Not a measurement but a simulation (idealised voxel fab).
The process module presented herein is designated voxel trench capacitor.
The cross-section on display is named cut; it measures 185 nm wide, and its cells are 5 nm squares.
Notation: cross-section as square-cell grid; stated in bands, top first, going down; one or more cell rows per band.
Band entry format. Leading values: height of top, height of bottom, nm. Remainder: materials in left-to-right order, each with its width in nm. Special words: "throughout" on a single material, which then fills the band edge to edge; "air", empty space.
Heights are reckoned from 0. Under this level, the received wafer is all of one material. The bottommost band is open-ended downward, for example "0 -> down".
Top row gets the first number, bottom row gets the second, and each row in between changes by the same step: that is how a band width like "30 to 40" works.
What does "changes: none" mean for a step? It means no cell of the cross-section changed in that step.
The entry "closed voids" lists the empty spaces that cover at least 8 cells and have no open path to the top. Each is written as width x height at distance, where the distance is measured from the left edge and all three values are in nm.
On a step's line, text after the settings is the simulator commenting on that step.
overlay nm: where the mask lay relative to plan, measured to the right, on steps with a mask; negatives go left.
# These are the steps we planned for the process
1. RECEIVE,material Si
2. CONFORMAL_DEP,material SiN,thk nm 10
3. DIRECTIONAL_DEP,material aC,thk nm 15
4. PATTERN,tone open,mask id TRENCH,material resist,width nm 25,pitch nm 50,thk nm 30,overlay nm 0
5. DIRECTIONAL_ETCH,etch materials aC,depth nm 15
6. STRIP,etch materials resist
7. DIRECTIONAL_ETCH,etch materials SiN,depth nm 10
8. DIRECTIONAL_ETCH,etch materials Si,depth nm 35
9. STRIP,etch materials aC
10. CONFORMAL_DEP,material Al2O3,thk nm 5
11. CONFORMAL_DEP,material TiN,thk nm 5
12. FILL_DEP,material W,thk nm 10
13. CMP,height nm 10
# Cross-sectional view of the wafer in its as-received condition, corresponding to the state after step 1
    0 -> down: Si throughout
    closed voids: none
# Below is the wafer in cross-section after the module was completed. It began from the starting point shown above and followed the plan shown above, except that one mistake was made while running it
    10 -> 0: SiN: 55, then Al2O3: 5, then TiN: 5, then W: 5, then TiN: 5, then Al2O3: 5, then SiN: 25, then Al2O3: 5, then TiN: 5, then W: 5, then TiN: 5, then Al2O3: 5, then SiN: 55
    0 -> -60: Si: 55, then Al2O3: 5, then TiN: 5, then W: 5, then TiN: 5, then Al2O3: 5, then Si: 25, then Al2O3: 5, then TiN: 5, then W: 5, then TiN: 5, then Al2O3: 5, then Si: 55
    -60 -> -65: Si: 55, then Al2O3: 5, then TiN: 15, then Al2O3: 5, then Si: 25, then Al2O3: 5, then TiN: 15, then Al2O3: 5, then Si: 55
    -65 -> -70: Si: 55, then Al2O3: 25, then Si: 25, then Al2O3: 25, then Si: 55
    -70 -> down: Si throughout
    closed voids: none
Here's what went sideways: heads up, step 8 of the plan got done twice
